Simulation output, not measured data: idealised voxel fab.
Herein follows the process module entitled voxel double patterning.
Shown is cross-section cut, with a width of 175 nm and square cells of size 5 nm.
Cross-sections here: square-cell grids, written as top-down lists of bands, a band being one or more rows of cells.
Heads up on the band format: heights come first, top then bottom, in nm. After that it's the materials left to right, each with its width in nm. A single material flagged "throughout" fills the whole band edge to edge, and "air" means there's empty space there.
Heads up on the height convention: 0 is the point under which the incoming wafer is all one material, and the lowest band has no bottom, it just keeps going down, like "0 -> down".
When a width is written as two numbers, as in "30->40", the first number is the width in the top row of cells of the band and the second is the width in its bottom row, and the width changes by the same amount from each row to the next.
Basically "all unchanged" means that step didn't change any cell in the cross-section.
Voids not open to the top, 8 cells minimum: see "Completely sealed voids". Written width x height at distance; distance is from the left edge; nm.
On a step's line, text after the settings is the simulator commenting on that step.
overlay nm: on a step with a mask, how far right of its planned place the mask lay; negative means left.
HERE'S WHAT THE PLANNED PROCESS STEPS LOOK LIKE
1 op RECEIVE | material Si
2 op CONFORMAL_DEP | material SiN | thk nm 10
3 op DIRECTIONAL_DEP | material SiO2 | thk nm 15
4 op DIRECTIONAL_DEP | material SiCN | thk nm 10
5 op DIRECTIONAL_DEP | material aC | thk nm 10
6 op PATTERN | tone open | mask id FIRST | material resist | width nm 15 | pitch nm 50 | thk nm 30 | overlay nm 0
7 op DIRECTIONAL_ETCH | etch materials aC | depth nm 10
8 op STRIP | etch materials resist
9 op DIRECTIONAL_ETCH | etch materials SiCN | depth nm 10
10 op STRIP | etch materials aC
11 op MASKED_ETCH | tone open | mask id SECOND | width nm 15 | pitch nm 50 | etch materials SiCN | depth nm 10 | overlay nm 0
12 op DIRECTIONAL_ETCH | etch materials SiO2 | depth nm 15
13 op STRIP | etch materials SiCN
It is noted that the wafers described herein are identical at the outset and are distinguished by the width nm of step 6; the value stated in the plan corresponds to the first wafer.
SECTIONAL VIEW: FIRST OF SEVERAL WAFERS, AS RECEIVED, AFTER STEP 1
	0 -> down: Si throughout
	Completely sealed voids: none
SHOWN IN CROSS-SECTION: THE FIRST OF SEVERAL WAFERS AT THE END OF THE MODULE, AFTER ITS LAST STEP, STEP 13
	25 -> 10: 30 nm SiO2 | 15 nm air | 10 nm SiO2 | 15 nm air | 10 nm SiO2 | 15 nm air | 10 nm SiO2 | 15 nm air | 10 nm SiO2 | 15 nm air | 30 nm SiO2
	10 -> 0: SiN throughout
	0 -> down: Si throughout
	Completely sealed voids: none
SO THIS IS THE CROSS-SECTION ON THE LAST WAFER AT THE END OF THE MODULE
	25 -> 10: 25 nm SiO2 | 45 nm air | 5 nm SiO2 | 45 nm air | 5 nm SiO2 | 30 nm air | 20 nm SiO2
	10 -> 0: SiN throughout
	0 -> down: Si throughout
	Completely sealed voids: none
THE TABLE BELOW HAS ONE ROW FOR EACH WAFER; A ROW SHOWS, AS OF THE END OF THE MODULE, HOW MANY CELLS OF EACH MATERIAL THE WAFER HAS GAINED, MARKED (+), OR LOST, MARKED (-), SINCE IT WAS RECEIVED, AND THEN THE WAFER'S CLOSED VOIDS
width nm 15 | +70 SiN | +60 SiO2 | Completely sealed voids: none
width nm 20 | +70 SiN | +51 SiO2 | Completely sealed voids: none
width nm 25 | +70 SiN | +42 SiO2 | Completely sealed voids: none
width nm 30 | +70 SiN | +33 SiO2 | Completely sealed voids: none
